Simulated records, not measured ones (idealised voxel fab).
You're looking at the process module voxel trench capacitor.
In the cross-section labelled cut, the width is 245 nm and each square cell is 5 nm.
Format of a cross-section: grid, square cells. Given as bands. Order: top down. Band: one or more rows of cells.
What a band's entry tells you: where the top is and where the bottom is, as heights in nm, and after that what lies inside, material by material from left to right, each with its width in nm. Empty space is written as the word "blank", and a single material marked with the word "everywhere" occupies the band from edge to edge.
Heights from 0 (as-received wafer is one material below). Bottom band endless downward, as "0 nm and below".
Width "30->40": first value at the band's top row of cells, second value at its bottom row, equal change from row to row.
"nothing changed" -> step changed no cross-section cell.
In the "Fully sealed voids" entry, you get each enclosed empty space of 8 cells or more, one with no open way to the top, written width x height at distance, distance from the left edge, in nm.
Anything after a step's settings on that line? It's the simulator's own note about the step.
A step line may carry the setting "overlay nm", which, for steps involving a mask, states the distance by which the mask lay to the right of its intended position; negative values denote displacement to the left.
**Planned step list for the process**
1) op RECEIVE | material Si
2) op CONFORMAL_DEP | material SiN | thk nm 5
3) op PATTERN | tone open | mask id TRENCH | material resist | width nm 25 | pitch nm 45 | thk nm 20 | overlay nm 0
4) op DIRECTIONAL_ETCH | etch materials SiN | depth nm 5
5) op DIRECTIONAL_ETCH | etch materials Si | depth nm 35
6) op STRIP | etch materials resist
7) op CONFORMAL_DEP | material HfO2 | thk nm 5
8) op CONFORMAL_DEP | material TiN | thk nm 5
9) op FILL_DEP | material W | thk nm 5
10) op CMP | height nm 5
**Step 1 complete: cross-section of the wafer as received**
> 0 nm and below  Si everywhere
> Fully sealed voids: none
**Below is the wafer in cross-section after the module was completed. It began from the starting point shown above and followed the plan shown above, except that one mistake was made while running it**
> 5 nm to 0 nm  SiN 65, TiN 5, W 15, TiN 5, SiN 20, TiN 5, W 15, TiN 5, SiN 20, TiN 5, W 15, TiN 5, SiN 65
> 0 nm to -30 nm  Si 65, TiN 5, W 15, TiN 5, Si 20, TiN 5, W 15, TiN 5, Si 20, TiN 5, W 15, TiN 5, Si 65
> -30 nm to -35 nm  Si 65, TiN 25, Si 20, TiN 25, Si 20, TiN 25, Si 65
> -35 nm and below  Si everywhere
> Fully sealed voids: none
So what did we get wrong on this run? step 7 was left out
